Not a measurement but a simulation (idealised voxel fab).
process module | voxel tone inversion
cross-section cut | 165 nm wide | cells 5 nm
A cross-section is a grid of square cells, given in bands from the top down. A band is one or more rows of cells.
Each band's line starts with the height of the band's top and of its bottom, in nm. Then come its materials from left to right, each with its width in nm. One material with "throughout" fills the band from edge to edge. "air" is empty space.
Height 0 is the level under which the wafer as received is all one material. The lowest band goes on downwards, as in "0 down".
A width such as "30 to 40" changes by the same amount from each row of cells to the next, from the band's top row to its bottom row.
"no change" after a step means that no cell of the cross-section changed.
closed voids: empty space of 8 cells or more with no open way to the top, each as width x height at its distance from the left edge, in nm
after a step's settings: what the simulator itself notes on the step
overlay nm, on a step with a mask: how far to the right of its planned place the mask lay; to the left if negative
plan
1 op RECEIVE | material Si
2 op CONFORMAL_DEP | material SiN | thk nm 5
3 op DIRECTIONAL_DEP | material polySi | thk nm 20
4 op PATTERN | tone cover | mask id POSTS | material resist | width nm 20 | pitch nm 35 | thk nm 25 | overlay nm -5
5 op DIRECTIONAL_ETCH | etch materials polySi | depth nm 20
6 op STRIP | etch materials resist
7 op FILL_DEP | material lowk | thk nm 10
8 op CMP | height nm 25
9 op STRIP | etch materials polySi
varied across the wafers: overlay nm of step 4. The plan shows the first wafer's value. All wafers start alike
first wafer as received, after step 1
  0 down: Si throughout
  closed voids: none
first wafer at the end, after step 9
  25 to 5: lowk 15 | air 20 | lowk 15 | air 20 | lowk 15 | air 20 | lowk 15 | air 20 | lowk 25
  5 to 0: SiN throughout
  0 down: Si throughout
  closed voids: none
last wafer at the end
  25 to 5: lowk 25 | air 20 | lowk 15 | air 20 | lowk 15 | air 20 | lowk 15 | air 20 | lowk 15
  5 to 0: SiN throughout
  0 down: Si throughout
  closed voids: none
each wafer at the end: cells of each material gained (+) or lost (-) since it was received, then its closed voids
overlay nm -5 | +33 SiN | +68 lowk | closed voids: none
overlay nm 0 | +33 SiN | +68 lowk | closed voids: none
overlay nm 5 | +33 SiN | +68 lowk | closed voids: none
